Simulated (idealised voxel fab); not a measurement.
Process module name: voxel capacitor over wiring
Section shown: cut. Width: 235 nm. Cell size: 5 nm, square.
Heads up, the way a cross-section reads in here is a grid of square cells, handed over as bands from the top down, with every band being one or more rows of cells. What a band's entry tells you: where the top is and where the bottom is, as heights in nm, and after that what lies inside, material by material from left to right, each with its width in nm. Empty space is written as the word "empty", and a single material marked with the word "full width" occupies the band from edge to edge. Height reference: 0 = level under which incoming wafer is all one material. Lowest band: no bottom, runs on downward, e.g. "0 and below". A width such as "30->40" changes by the same amount from each row of cells to the next, from the band's top row to its bottom row. A step reported as "nothing different" is a step in which no cell of the cross-section changed. Closed-off voids of 8+ cells (no open route to the top) go in "Closed cavity list", written width x height at distance from the left edge, in nm. Post-settings text on a step line: simulator's own remark regarding the step. Steps that use a mask can have "overlay nm" on their line. It says how far the mask sat to the right of where it was meant to be. Negative means to the left.
Planned step list for the process:
1. RECEIVE, material Si
2. CONFORMAL_DEP, material SiO2, thk nm 15
3. CONFORMAL_DEP, material SiCN, thk nm 5
4. DIRECTIONAL_DEP, material SiO2, thk nm 25
5. MASKED_ETCH, tone open, mask id METAL_1, width nm 30, pitch nm 85, etch materials SiO2, depth nm 25, overlay nm 0
6. MASKED_ETCH, tone open, mask id METAL_1, width nm 30, pitch nm 85, etch materials SiCN, depth nm 5, overlay nm 0
7. CONFORMAL_DEP, material TiN, thk nm 5
8. FILL_DEP, material Cu, thk nm 5
9. CMP, height nm 45
10. CONFORMAL_DEP, material SiCN, thk nm 5
11. DIRECTIONAL_DEP, material SiO2, thk nm 20
12. DIRECTIONAL_DEP, material aC, thk nm 15
13. PATTERN, tone open, mask id PLUG_1, material resist, width nm 15, thk nm 30, overlay nm 0
14. DIRECTIONAL_ETCH, etch materials aC, depth nm 15
15. STRIP, etch materials resist
16. DIRECTIONAL_ETCH, etch materials SiO2, depth nm 20
17. DIRECTIONAL_ETCH, etch materials SiCN, depth nm 5
18. STRIP, etch materials aC
19. CONFORMAL_DEP, material TiN, thk nm 5
20. FILL_DEP, material Cu, thk nm 10
21. CMP, height nm 70
22. DIRECTIONAL_DEP, material TiN, thk nm 10
23. DIRECTIONAL_DEP, material HfO2, thk nm 5
24. DIRECTIONAL_DEP, material TiN, thk nm 10
25. PATTERN, tone cover, mask id UPPER_PLATE, material resist, width nm 60, thk nm 15, overlay nm 0
26. DIRECTIONAL_ETCH, etch materials TiN, depth nm 10
27. DIRECTIONAL_ETCH, etch materials HfO2, depth nm 5
28. STRIP, etch materials resist
29. MASKED_ETCH, tone cover, mask id LOWER_PLATE, width nm 70, etch materials TiN, depth nm 10, overlay nm 0
30. FILL_DEP, material SiO2, thk nm 15
31. CMP, height nm 105
32. DIRECTIONAL_DEP, material aC, thk nm 15
33. PATTERN, tone open, mask id PLUG_2, material resist, width nm 15, thk nm 30, overlay nm 0
34. DIRECTIONAL_ETCH, etch materials aC, depth nm 15
35. STRIP, etch materials resist
36. DIRECTIONAL_ETCH, etch materials SiO2, depth nm 10
37. STRIP, etch materials aC
38. CONFORMAL_DEP, material TiN, thk nm 5
39. FILL_DEP, material Ru, thk nm 10
40. CMP, height nm 105
41. CONFORMAL_DEP, material SiN, thk nm 5
First of two wafers - as planned:
Cross-section of the incoming wafer, state after step 1:
> 0 and below  Si full width
> Closed cavity list: none
After step 2:
> 15 down to 0  SiO2 full width
> No changes below 0.
After step 3:
> 20 down to 15  SiCN full width
> No changes below 15.
After step 4:
> 45 down to 20  SiO2 full width
> No changes below 20.
After step 5:
> 45 down to 20  SiO2=60  empty=30  SiO2=55  empty=30  SiO2=60
> No changes below 20.
After step 6:
> 45 down to 20  SiO2=60  empty=30  SiO2=55  empty=30  SiO2=60
> 20 down to 15  SiCN=60  empty=30  SiCN=55  empty=30  SiCN=60
> No changes below 15.
After step 7:
> 50 down to 45  TiN=65  empty=20  TiN=65  empty=20  TiN=65
> 45 down to 20  SiO2=60  TiN=5  empty=20  TiN=5  SiO2=55  TiN=5  empty=20  TiN=5  SiO2=60
> 20 down to 15  SiCN=60  TiN=30  SiCN=55  TiN=30  SiCN=60
> No changes below 15.
After step 8:
> 55 down to 50  Cu full width
> 50 down to 45  TiN=65  Cu=20  TiN=65  Cu=20  TiN=65
> 45 down to 20  SiO2=60  TiN=5  Cu=20  TiN=5  SiO2=55  TiN=5  Cu=20  TiN=5  SiO2=60
> No changes below 20.
After step 9:
> 45 down to 20  SiO2=60  TiN=5  Cu=20  TiN=5  SiO2=55  TiN=5  Cu=20  TiN=5  SiO2=60
> No changes below 20.
After step 10:
> 50 down to 45  SiCN full width
> No changes below 45.
After step 11:
> 70 down to 50  SiO2 full width
> No changes below 50.
After step 12:
> 85 down to 70  aC full width
> No changes below 70.
After step 13:
> 115 down to 85  resist=75  empty=15  resist=145
> No changes below 85.
After step 14:
> 100 down to 85  resist=75  empty=15  resist=145
> 85 down to 70  aC=75  empty=15  aC=145
> No changes below 70.
After step 15:
> 85 down to 70  aC=75  empty=15  aC=145
> No changes below 70.
After step 16:
> 85 down to 70  aC=75  empty=15  aC=145
> 70 down to 50  SiO2=75  empty=15  SiO2=145
> No changes below 50.
After step 17:
> 85 down to 70  aC=75  empty=15  aC=145
> 70 down to 50  SiO2=75  empty=15  SiO2=145
> 50 down to 45  SiCN=75  empty=15  SiCN=145
> No changes below 45.
After step 18:
> 70 down to 50  SiO2=75  empty=15  SiO2=145
> No changes below 50.
After step 19:
> 75 down to 70  TiN=80  empty=5  TiN=150
> 70 down to 50  SiO2=75  TiN=5  empty=5  TiN=5  SiO2=145
> 50 down to 45  SiCN=75  TiN=15  SiCN=145
> No changes below 45.
After step 20:
> 85 down to 75  Cu full width
> 75 down to 70  TiN=80  Cu=5  TiN=150
> 70 down to 50  SiO2=75  TiN=5  Cu=5  TiN=5  SiO2=145
> No changes below 50.
After step 21:
> 70 down to 50  SiO2=75  TiN=5  Cu=5  TiN=5  SiO2=145
> No changes below 50.
After step 22:
> 80 down to 70  TiN full width
> No changes below 70.
After step 23:
> 85 down to 80  HfO2 full width
> No changes below 80.
After step 24:
> 95 down to 85  TiN full width
> No changes below 85.
After step 25:
> 110 down to 95  empty=75  resist=60  empty=100
> No changes below 95.
After step 26:
> 110 down to 95  empty=75  resist=60  empty=100
> 95 down to 85  empty=75  TiN=60  empty=100
> No changes below 85.
After step 27:
> 110 down to 95  empty=75  resist=60  empty=100
> 95 down to 85  empty=75  TiN=60  empty=100
> 85 down to 80  empty=75  HfO2=60  empty=100
> No changes below 80.
After step 28:
> 95 down to 85  empty=75  TiN=60  empty=100
> No changes below 85.
After step 29:
> 95 down to 85  empty=75  TiN=60  empty=100
> 85 down to 80  empty=75  HfO2=60  empty=100
> 80 down to 70  empty=70  TiN=70  empty=95
> No changes below 70.
After step 30:
> 110 down to 95  SiO2 full width
> 95 down to 85  SiO2=75  TiN=60  SiO2=100
> 85 down to 80  SiO2=75  HfO2=60  SiO2=100
> 80 down to 70  SiO2=70  TiN=70  SiO2=95
> No changes below 70.
After step 31:
> 105 down to 95  SiO2 full width
> No changes below 95.
After step 32:
> 120 down to 105  aC full width
> No changes below 105.
After step 33:
> 150 down to 120  resist=85  empty=15  resist=135
> No changes below 120.
After step 34:
> 135 down to 120  resist=85  empty=15  resist=135
> 120 down to 105  aC=85  empty=15  aC=135
> No changes below 105.
After step 35:
> 120 down to 105  aC=85  empty=15  aC=135
> No changes below 105.
After step 36:
> 120 down to 105  aC=85  empty=15  aC=135
> 105 down to 95  SiO2=85  empty=15  SiO2=135
> No changes below 95.
After step 37:
> 105 down to 95  SiO2=85  empty=15  SiO2=135
> No changes below 95.
After step 38:
> 110 down to 105  TiN=90  empty=5  TiN=140
> 105 down to 100  SiO2=85  TiN=5  empty=5  TiN=5  SiO2=135
> 100 down to 95  SiO2=85  TiN=15  SiO2=135
> No changes below 95.
After step 39:
> 120 down to 110  Ru full width
> 110 down to 105  TiN=90  Ru=5  TiN=140
> 105 down to 100  SiO2=85  TiN=5  Ru=5  TiN=5  SiO2=135
> No changes below 100.
After step 40:
> 105 down to 100  SiO2=85  TiN=5  Ru=5  TiN=5  SiO2=135
> No changes below 100.
After step 41:
> 110 down to 105  SiN full width
> No changes below 105.
For the second wafer, take the first wafer's start and plan, then add one mistake made in running it; everything through step 9, that step included, is shared with the first:
Second wafer shown in cross-section at the time step 10 was slated to end:
> 65 down to 45  SiO2 full width
> No changes below 45.
Second wafer shown in cross-section at the time step 11 was slated to end:
> 70 down to 65  SiCN full width
> No changes below 65.
Second wafer shown in cross-section at the time step 12 was slated to end:
> 85 down to 70  aC full width
> No changes below 70.
Second wafer shown in cross-section at the time step 13 was slated to end:
> 115 down to 85  resist=75  empty=15  resist=145
> No changes below 85.
Second wafer shown in cross-section at the time step 14 was slated to end:
> 100 down to 85  resist=75  empty=15  resist=145
> 85 down to 70  aC=75  empty=15  aC=145
> No changes below 70.
Second wafer shown in cross-section at the time step 15 was slated to end:
> 85 down to 70  aC=75  empty=15  aC=145
> No changes below 70.
Second wafer shown in cross-section at the time step 16 was slated to end: nothing different
Second wafer shown in cross-section at the time step 17 was slated to end:
> 85 down to 70  aC=75  empty=15  aC=145
> 70 down to 65  SiCN=75  empty=15  SiCN=145
> No changes below 65.
Second wafer shown in cross-section at the time step 18 was slated to end:
> 70 down to 65  SiCN=75  empty=15  SiCN=145
> No changes below 65.
Second wafer shown in cross-section at the time step 19 was slated to end:
> 75 down to 70  TiN=80  empty=5  TiN=150
> 70 down to 65  SiCN=75  TiN=15  SiCN=145
> No changes below 65.
Second wafer shown in cross-section at the time step 20 was slated to end:
> 85 down to 75  Cu full width
> 75 down to 70  TiN=80  Cu=5  TiN=150
> No changes below 70.
Second wafer shown in cross-section at the time step 21 was slated to end:
> 70 down to 65  SiCN=75  TiN=15  SiCN=145
> No changes below 65.
Second wafer shown in cross-section at the time step 22 was slated to end:
> 80 down to 70  TiN full width
> No changes below 70.
Second wafer shown in cross-section at the time step 23 was slated to end:
> 85 down to 80  HfO2 full width
> No changes below 80.
Second wafer shown in cross-section at the time step 24 was slated to end:
> 95 down to 85  TiN full width
> No changes below 85.
Second wafer shown in cross-section at the time step 25 was slated to end:
> 110 down to 95  empty=75  resist=60  empty=100
> No changes below 95.
Second wafer shown in cross-section at the time step 26 was slated to end:
> 110 down to 95  empty=75  resist=60  empty=100
> 95 down to 85  empty=75  TiN=60  empty=100
> No changes below 85.
Second wafer shown in cross-section at the time step 27 was slated to end:
> 110 down to 95  empty=75  resist=60  empty=100
> 95 down to 85  empty=75  TiN=60  empty=100
> 85 down to 80  empty=75  HfO2=60  empty=100
> No changes below 80.
Second wafer shown in cross-section at the time step 28 was slated to end:
> 95 down to 85  empty=75  TiN=60  empty=100
> No changes below 85.
Second wafer shown in cross-section at the time step 29 was slated to end:
> 95 down to 85  empty=75  TiN=60  empty=100
> 85 down to 80  empty=75  HfO2=60  empty=100
> 80 down to 70  empty=70  TiN=70  empty=95
> No changes below 70.
Second wafer shown in cross-section at the time step 30 was slated to end:
> 110 down to 95  SiO2 full width
> 95 down to 85  SiO2=75  TiN=60  SiO2=100
> 85 down to 80  SiO2=75  HfO2=60  SiO2=100
> 80 down to 70  SiO2=70  TiN=70  SiO2=95
> No changes below 70.
Second wafer shown in cross-section at the time step 31 was slated to end:
> 105 down to 95  SiO2 full width
> No changes below 95.
Second wafer shown in cross-section at the time step 32 was slated to end:
> 120 down to 105  aC full width
> No changes below 105.
Second wafer shown in cross-section at the time step 33 was slated to end:
> 150 down to 120  resist=85  empty=15  resist=135
> No changes below 120.
Second wafer shown in cross-section at the time step 34 was slated to end:
> 135 down to 120  resist=85  empty=15  resist=135
> 120 down to 105  aC=85  empty=15  aC=135
> No changes below 105.
Second wafer shown in cross-section at the time step 35 was slated to end:
> 120 down to 105  aC=85  empty=15  aC=135
> No changes below 105.
Second wafer shown in cross-section at the time step 36 was slated to end:
> 120 down to 105  aC=85  empty=15  aC=135
> 105 down to 95  SiO2=85  empty=15  SiO2=135
> No changes below 95.
Second wafer shown in cross-section at the time step 37 was slated to end:
> 105 down to 95  SiO2=85  empty=15  SiO2=135
> No changes below 95.
Second wafer shown in cross-section at the time step 38 was slated to end:
> 110 down to 105  TiN=90  empty=5  TiN=140
> 105 down to 100  SiO2=85  TiN=5  empty=5  TiN=5  SiO2=135
> 100 down to 95  SiO2=85  TiN=15  SiO2=135
> No changes below 95.
Second wafer shown in cross-section at the time step 39 was slated to end:
> 120 down to 110  Ru full width
> 110 down to 105  TiN=90  Ru=5  TiN=140
> 105 down to 100  SiO2=85  TiN=5  Ru=5  TiN=5  SiO2=135
> No changes below 100.
Second wafer shown in cross-section at the time step 40 was slated to end:
> 105 down to 100  SiO2=85  TiN=5  Ru=5  TiN=5  SiO2=135
> No changes below 100.
Second wafer shown in cross-section at the time step 41 was slated to end:
> 110 down to 105  SiN full width
> No changes below 105.
Deviation noted in wafer processing: steps 10 and 11: order swapped relative to plan
Wafer comparison, final, in cells, second relative to first, materials more or fewer: 4 fewer of Cu, 12 more of SiO2, 8 fewer of TiN
